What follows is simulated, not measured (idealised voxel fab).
Documented hereafter: the process module known as voxel trench capacitor.
For reference, the cross-section in this document is cut, with width 265 nm and square cells of 5 nm.
For the purposes of this document, a cross-section shall be understood as a grid of square cells, specified as bands listed in top-to-bottom order, each band consisting of one or more rows of cells. For a band, the entry starts with two heights in nm, that of the top and then that of the bottom, and carries on with the band's materials in order from left to right, each alongside its width in nm; the word "full width" beside a single material means it fills the band edge to edge, and "blank" means empty space. Below 0: as-received wafer, all one material; heights counted from there. Lowest band: no bottom, goes on down, written "0 nm and below". The notation "30->40" denotes a width that varies across the rows of cells in the band, beginning at the first number in the top row, finishing at the second number in the bottom row, and changing by an identical amount from each row to the next. For the purposes of this document, the phrase "no change occurred" attached to a step denotes that no cell within the cross-section was modified by that step. The list in "Unvented cavities" covers empty spaces of 8 cells or more that cannot reach the top through any open way, and it gives each as width x height at distance; the distance is from the left edge, and width, height and distance are in nm. On each step's line, the part that comes after the settings is the simulator's own comment on the step. overlay nm: right-of-plan distance of the mask on a masked step; negative values mean left-of-plan.

# The following list gives the planned process steps
1) RECEIVE,material Si
2) CONFORMAL_DEP,material SiN,thk nm 5
3) DIRECTIONAL_DEP,material aC,thk nm 10
4) PATTERN,tone open,mask id TRENCH,material resist,width nm 30,pitch nm 60,thk nm 30,overlay nm 0
5) DIRECTIONAL_ETCH,etch materials aC,depth nm 10
6) STRIP,etch materials resist
7) DIRECTIONAL_ETCH,etch materials SiN,depth nm 5
8) DIRECTIONAL_ETCH,etch materials Si,depth nm 40
9) STRIP,etch materials aC
10) CONFORMAL_DEP,material HfO2,thk nm 5
11) CONFORMAL_DEP,material TiN,thk nm 5
12) FILL_DEP,material W,thk nm 5
13) CMP,height nm 5

# Wafer at receipt (post step 1), cross-section
0 nm and below | Si full width
Unvented cavities: none

# Wafer cross-section at end of module: start and plan as shown above, one execution error
5 nm to 0 nm | 85 of SiN / 5 of HfO2 / 5 of TiN / 10 of W / 5 of TiN / 5 of HfO2 / 30 of SiN / 5 of HfO2 / 5 of TiN / 10 of W / 5 of TiN / 5 of HfO2 / 90 of SiN
0 nm to -40 nm | 85 of Si / 5 of HfO2 / 5 of TiN / 10 of W / 5 of TiN / 5 of HfO2 / 30 of Si / 5 of HfO2 / 5 of TiN / 10 of W / 5 of TiN / 5 of HfO2 / 90 of Si
-40 nm to -45 nm | 85 of Si / 5 of HfO2 / 20 of TiN / 5 of HfO2 / 30 of Si / 5 of HfO2 / 20 of TiN / 5 of HfO2 / 90 of Si
-45 nm to -50 nm | 85 of Si / 30 of HfO2 / 30 of Si / 30 of HfO2 / 90 of Si
-50 nm and below | Si full width
Unvented cavities: none
In executing the process, a mistake was made relative to the plan: rather than as planned, step 8 actually ran as DIRECTIONAL_ETCH,etch materials Si,depth nm 50
